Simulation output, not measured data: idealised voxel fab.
The document below concerns the process module designated voxel tone inversion.
Cross-section cut spans 210 nm and uses square cells 5 nm in size.
In this document a cross-section is written as a grid of square cells. It is given as a series of bands, listed from the top down, and a band is one or more rows of cells. Read a band's entry like this: the first values are the height of its top and the height of its bottom in nm, and what follows is the sequence of materials from left to right, each with its width in nm. Note that "empty" is empty space, and that a single material marked "edge to edge" reaches across the band from edge to edge. Below 0: as-received wafer, all one material; heights counted from there. Lowest band: no bottom, goes on down, written "top 0, no bottom". Width "30->40": first value at the band's top row of cells, second value at its bottom row, equal change from row to row. Step note "no modifications" = no cross-section cell changed. If an empty space has no open way to the top and is at least 8 cells in size, "Closed voids list" lists it, written width x height at distance, where distance is measured from the left edge and every value is in nm. If you see something after the settings on a step's line, that's the simulator's own remark about that step. Regarding "overlay nm": on a step with a mask, it is the distance the mask lay to the right of its planned place; a negative value places it to the left.
Process steps foreseen in the plan:
1 RECEIVE with material Si
2 CONFORMAL_DEP with material SiN, thk nm 10
3 DIRECTIONAL_DEP with material aC, thk nm 25
4 PATTERN with tone cover, mask id POSTS, material resist, width nm 15, pitch nm 40, thk nm 30, overlay nm 0
5 DIRECTIONAL_ETCH with etch materials aC, depth nm 25
6 STRIP with etch materials resist
7 FILL_DEP with material lowk, thk nm 10
8 CMP with height nm 35
9 STRIP with etch materials aC
10 CONFORMAL_DEP with material TiN, thk nm 5
11 FILL_DEP with material W, thk nm 5
12 CMP with height nm 35
13 CONFORMAL_DEP with material SiCN, thk nm 5
The plan shows the width nm of step 4 as the first wafer had it; this setting differs between the wafers, which start out alike.
This is how the first of several wafers looked in cross-section when it arrived, which is after step 1:
- top 0, no bottom = Si edge to edge
- Closed voids list: none
The first of several wafers, seen in cross-section after the module's last step, step 13:
- top 40, bottom 35 = SiCN edge to edge
- top 35, bottom 15 = 80 of lowk, 5 of TiN, 5 of W, 5 of TiN, 25 of lowk, 5 of TiN, 5 of W, 5 of TiN, 75 of lowk
- top 15, bottom 10 = 80 of lowk, 15 of TiN, 25 of lowk, 15 of TiN, 75 of lowk
- top 10, bottom 0 = SiN edge to edge
- top 0, no bottom = Si edge to edge
- Closed voids list: none
Last wafer of the set, cross-sectioned at end of module:
- top 40, bottom 35 = SiCN edge to edge
- top 35, bottom 15 = 75 of lowk, 5 of TiN, 15 of W, 5 of TiN, 15 of lowk, 5 of TiN, 15 of W, 5 of TiN, 70 of lowk
- top 15, bottom 10 = 75 of lowk, 25 of TiN, 15 of lowk, 25 of TiN, 70 of lowk
- top 10, bottom 0 = SiN edge to edge
- top 0, no bottom = Si edge to edge
- Closed voids list: none
Rows = wafers. At module end, each row lists per material the cells gained (+) or lost (-) since the wafer was received, then the closed voids:
width nm 15, +42 SiCN, +84 SiN, +22 TiN, +8 W, +180 lowk, Closed voids list: none
width nm 20, +42 SiCN, +84 SiN, +24 TiN, +16 W, +170 lowk, Closed voids list: none
width nm 25, +42 SiCN, +84 SiN, +26 TiN, +24 W, +160 lowk, Closed voids list: none
